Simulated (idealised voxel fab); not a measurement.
The following is a process module called voxel ribs on slabs.
The width of the displayed cross-section, cut, is 230 nm; its cells are square, with a size of 5 nm.
A cross-section is written here as square cells arranged in a grid, and it is given in bands from the top down, each band taking up one or more rows of cells. Basically the band line says how high the top is and how high the bottom is, in nm, and then what's in it from left to right, every material with its width in nm. Empty space shows up as "empty", and if a single material carries "all across" it runs the full band edge to edge. We count height from 0. Below that, the starting wafer is all one material. The lowest band never ends at the bottom but goes on down; see "from 0 down" for how that is written. When a width is written as two numbers, as in "30->40", the first number is the width in the top row of cells of the band and the second is the width in its bottom row, and the width changes by the same amount from each row to the next. No cell of the cross-section changed in a step that is given as "no alteration". "Enclosed cavity list" - sealed voids, min. 8 cells, no opening to top; format: width x height at distance (distance from left edge; nm throughout). after a step's settings: what the simulator itself notes on the step. What "overlay nm" on a step's line means: if the step has a mask, that mask lay this far to the right of its planned place, or, when the value is negative, to the left.
[Below is the list of planned process steps]
| 1 | RECEIVE, material Si |
| 2 | DIRECTIONAL_DEP, material SiO2, thk nm 30 |
| 3 | DIRECTIONAL_DEP, material SiN, thk nm 25 |
| 4 | DIRECTIONAL_DEP, material aC, thk nm 10 |
| 5 | PATTERN, tone cover, mask id RIB, material resist, width nm 25, thk nm 25, overlay nm 0 |
| 6 | DIRECTIONAL_ETCH, etch materials aC, depth nm 10 |
| 7 | STRIP, etch materials resist |
| 8 | DIRECTIONAL_ETCH, etch materials SiN, depth nm 10 |
| 9 | STRIP, etch materials aC |
| 10 | DIRECTIONAL_DEP, material aC, thk nm 15 |
| 11 | PATTERN, tone cover, mask id SLAB, material resist, width nm 85, thk nm 30, overlay nm 0 |
| 12 | DIRECTIONAL_ETCH, etch materials aC, depth nm 15 |
| 13 | STRIP, etch materials resist |
| 14 | DIRECTIONAL_ETCH, etch materials SiN, depth nm 15 |
| 15 | STRIP, etch materials aC |
| 16 | FILL_DEP, material SiO2, thk nm 15 |
| 17 | CMP, height nm 65 |
| 18 | DIRECTIONAL_DEP, material TiN, thk nm 5 |
| 19 | PATTERN, tone cover, mask id HEATER, material resist, width nm 35, thk nm 20, overlay nm 0 |
| 20 | DIRECTIONAL_ETCH, etch materials TiN, depth nm 5 |
| 21 | STRIP, etch materials resist |
| 22 | CONFORMAL_DEP, material SiN, thk nm 10 |
[Step 1 complete: cross-section of the wafer as received]
* from 0 down | Si all across
* Enclosed cavity list: none
[The first of the two wafers as seen in cross-section once the module was finished; processing followed the plan]
* from 80 to 75 | 85 nm empty; 55 nm SiN; 90 nm empty
* from 75 to 70 | SiN all across
* from 70 to 65 | 95 nm SiN; 35 nm TiN; 100 nm SiN
* from 65 to 55 | SiO2 all across
* from 55 to 45 | 100 nm SiO2; 25 nm SiN; 105 nm SiO2
* from 45 to 30 | 70 nm SiO2; 85 nm SiN; 75 nm SiO2
* from 30 to 0 | SiO2 all across
* from 0 down | Si all across
* Enclosed cavity list: none
[Cross-sectional view: second of two wafers, end of module; start and plan identical to the first, one mistake in running]
* from 80 to 75 | 85 nm empty; 55 nm SiN; 90 nm empty
* from 75 to 70 | SiN all across
* from 70 to 65 | 95 nm SiN; 35 nm TiN; 100 nm SiN
* from 65 to 55 | SiO2 all across
* from 55 to 45 | 105 nm SiO2; 20 nm SiN; 105 nm SiO2
* from 45 to 30 | 70 nm SiO2; 85 nm SiN; 75 nm SiO2
* from 30 to 0 | SiO2 all across
* from 0 down | Si all across
* Enclosed cavity list: none
Short version of what went wrong: contrary to plan, step 5 was performed as PATTERN, tone cover, mask id RIB, material resist, width nm 20, thk nm 25, overlay nm 0
End of process, cell counts, second wafer against first, materials with more or fewer: -2 SiN; +2 SiO2
